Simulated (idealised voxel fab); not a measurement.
process module | voxel self aligned contacts
It is cross-section cut that appears here, measuring 235 nm in width, its square cells being 5 nm in size.
If you're reading a cross-section in this doc, picture square cells in a grid; it comes to you as bands, top ones listed first down to the bottom, and a band can be one or more rows of cells. Heads up on the band format: heights come first, top then bottom, in nm. After that it's the materials left to right, each with its width in nm. A single material flagged "all across" fills the whole band edge to edge, and "empty" means there's empty space there. Beneath 0, the wafer as received is one material, and that level is where height counting begins. The lowest band goes on downward without a bottom; it is written like "0 -> down". Width: "30->40" (first number = top row, second number = bottom row, same change from row to row of cells). Reading "changes: none" for a step: not a cell of the cross-section changed in it. Each empty space that has no open way to the top and spans at least 8 cells appears under "Cavities, closed" as width x height at distance, the distance counted from the left edge, all in nm. after a step's settings: what the simulator itself notes on the step. "overlay nm" answers the question of how far to the right of plan the mask lay on a step that has a mask, and when it is negative the answer is to the left.
[Here's what the planned process steps look like]
| 1 | RECEIVE | material Si |
| 2 | CONFORMAL_DEP | material SiO2 | thk nm 5 |
| 3 | DIRECTIONAL_DEP | material polySi | thk nm 30 |
| 4 | DIRECTIONAL_DEP | material SiN | thk nm 20 |
| 5 | DIRECTIONAL_DEP | material aC | thk nm 15 |
| 6 | PATTERN | tone cover | mask id GATE | material resist | width nm 35 | pitch nm 75 | thk nm 30 | overlay nm 0 |
| 7 | DIRECTIONAL_ETCH | etch materials aC | depth nm 15 |
| 8 | STRIP | etch materials resist |
| 9 | DIRECTIONAL_ETCH | etch materials SiN | depth nm 20 |
| 10 | DIRECTIONAL_ETCH | etch materials polySi | depth nm 30 |
| 11 | STRIP | etch materials aC |
| 12 | CONFORMAL_DEP | material SiN | thk nm 10 |
| 13 | DIRECTIONAL_ETCH | etch materials SiN | depth nm 10 |
| 14 | FILL_DEP | material SiO2 | thk nm 20 |
| 15 | CMP | height nm 65 |
| 16 | DIRECTIONAL_DEP | material aC | thk nm 15 |
| 17 | PATTERN | tone open | mask id CONTACT | material resist | width nm 50 | pitch nm 75 | thk nm 35 | overlay nm 0 |
| 18 | DIRECTIONAL_ETCH | etch materials aC | depth nm 15 |
| 19 | STRIP | etch materials resist |
| 20 | DIRECTIONAL_ETCH | etch materials SiO2 | depth nm 65 |
| 21 | STRIP | etch materials aC |
| 22 | CONFORMAL_DEP | material TiN | thk nm 5 |
| 23 | FILL_DEP | material W | thk nm 10 |
| 24 | CMP | height nm 65 |
| 25 | CONFORMAL_DEP | material SiCN | thk nm 5 |
[Cross-section of the incoming wafer, state after step 1]
  0 -> down | Si all across
  Cavities, closed: none
[first wafer at the end, as planned]
  70 -> 65 | SiCN all across
  65 -> 55 | SiO2 (55); TiN (5->20); W (40->10); TiN (5->20); SiO2 (25); TiN (5->20); W (40->10); TiN (5->20); SiO2 (55)
  55 -> 35 | SiO2 (15); SiN (55); TiN (5); W (10); TiN (5); SiN (55); TiN (5); W (10); TiN (5); SiN (55); SiO2 (15)
  35 -> 5 | SiO2 (15); SiN (10); polySi (35); SiN (10); TiN (5); W (10); TiN (5); SiN (10); polySi (35); SiN (10); TiN (5); W (10); TiN (5); SiN (10); polySi (35); SiN (10); SiO2 (15)
  5 -> 0 | SiO2 (70); TiN (20); SiO2 (55); TiN (20); SiO2 (70)
  0 -> down | Si all across
  Cavities, closed: none
[Cross-sectional view: second of two wafers, end of module; start and plan identical to the first, one mistake in running]
  70 -> 65 | SiCN all across
  65 -> 55 | SiO2 (55); TiN (5->15); W (40->20); TiN (5->15); SiO2 (25); TiN (5->15); W (40->20); TiN (5->15); SiO2 (55)
  55 -> 35 | SiO2 (20); SiN (45); TiN (5); W (20); TiN (5); SiN (45); TiN (5); W (20); TiN (5); SiN (45); SiO2 (20)
  35 -> 5 | SiO2 (20); SiN (10); polySi (25); SiN (10); TiN (5); W (20); TiN (5); SiN (10); polySi (25); SiN (10); TiN (5); W (20); TiN (5); SiN (10); polySi (25); SiN (10); SiO2 (20)
  5 -> 0 | SiO2 (65); TiN (30); SiO2 (45); TiN (30); SiO2 (65)
  0 -> down | Si all across
  Cavities, closed: none
Nonconformance to the process plan: in deviation from the planned setting, step 6 was conducted as PATTERN | tone cover | mask id GATE | material resist | width nm 25 | pitch nm 75 | thk nm 30 | overlay nm 0
Once processing is complete, comparing cell counts shows that the second wafer has more or fewer of certain materials than the first: 24 fewer of SiN; 16 more of SiO2; 44 more of W; 36 fewer of polySi
